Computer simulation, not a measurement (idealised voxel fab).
Proc. module: voxel self aligned vias
The figure presents cross-section cut, which has a width of 295 nm and is divided into square cells with an edge length of 5 nm.
A cross-section is a grid of square cells, given in bands from the top down. A band is one or more rows of cells. For a band, the entry starts with two heights in nm, that of the top and then that of the bottom, and carries on with the band's materials in order from left to right, each alongside its width in nm; the word "everywhere" beside a single material means it fills the band edge to edge, and "blank" means empty space. It should be noted that heights are counted from 0, beneath which the wafer as supplied is of one material throughout, and that the lowest band possesses no lower boundary but continues downward, as written in "top 0, no bottom". Note: "30 to 40" means the width goes from the first number (top row of the band) to the second number (bottom row) in equal steps per row of cells. "nothing changed", as given for a step, is the statement that not any cell of the cross-section underwent a change during that step. Enclosed voids (no open way to top), threshold 8 cells or more, entry "Closed empty spaces", notation width x height at distance, distance from left edge, nm. If you see something after the settings on a step's line, that's the simulator's own remark about that step. You can add "overlay nm" to a step's line. For a step with a mask, it describes how far the mask lay to the right of its planned position, and a negative number describes a lay to the left.
### So here's the lineup of process steps we planned
1: op RECEIVE | material Si
2: op CONFORMAL_DEP | material SiO2 | thk nm 10
3: op CONFORMAL_DEP | material SiCN | thk nm 5
4: op DIRECTIONAL_DEP | material SiO2 | thk nm 25
5: op MASKED_ETCH | tone open | mask id LINES | width nm 20 | pitch nm 55 | etch materials SiO2 | depth nm 25 | overlay nm 0
6: op CONFORMAL_DEP | material TiN | thk nm 5
7: op FILL_DEP | material W | thk nm 10
8: op CMP | height nm 40
9: op SELECTIVE_ETCH | etch materials W Ru TiN | depth nm 10
10: op FILL_DEP | material SiN | thk nm 10
11: op CMP | height nm 40
12: op DIRECTIONAL_DEP | material SiO2 | thk nm 20
13: op MASKED_ETCH | tone open | mask id VIAS | width nm 40 | pitch nm 55 | etch materials SiO2 | depth nm 20 | overlay nm 0
14: op MASKED_ETCH | tone open | mask id VIAS | width nm 40 | pitch nm 55 | etch materials SiN | depth nm 10 | overlay nm 0
15: op CONFORMAL_DEP | material TiN | thk nm 5
16: op FILL_DEP | material Cu | thk nm 10
17: op CMP | height nm 60
18: op CONFORMAL_DEP | material SiCN | thk nm 5
### Delivered wafer in cross-section: state after step 1
    top 0, no bottom  Si everywhere
    Closed empty spaces: none
### Starting structure and process plan are as shown above, but one mistake was made in running the module; the wafer cross-section at the end of the module follows
    top 65, bottom 60  SiCN everywhere
    top 60, bottom 35  SiO2=70 / TiN=5 / Cu=30 / TiN=5 / SiO2=15 / TiN=5 / Cu=30 / TiN=5 / SiO2=15 / TiN=5 / Cu=30 / TiN=5 / SiO2=75
    top 35, bottom 30  SiO2=70 / TiN=40 / SiO2=15 / TiN=40 / SiO2=15 / TiN=40 / SiO2=75
    top 30, bottom 20  SiO2=70 / TiN=15 / W=10 / TiN=15 / SiO2=15 / TiN=15 / W=10 / TiN=15 / SiO2=15 / TiN=15 / W=10 / TiN=15 / SiO2=75
    top 20, bottom 15  SiO2=80 / TiN=20 / SiO2=35 / TiN=20 / SiO2=35 / TiN=20 / SiO2=85
    top 15, bottom 10  SiCN everywhere
    top 10, bottom 0  SiO2 everywhere
    top 0, no bottom  Si everywhere
    Closed empty spaces: none
Against the plan, the run slipped here: the plan had its step 13 run twice
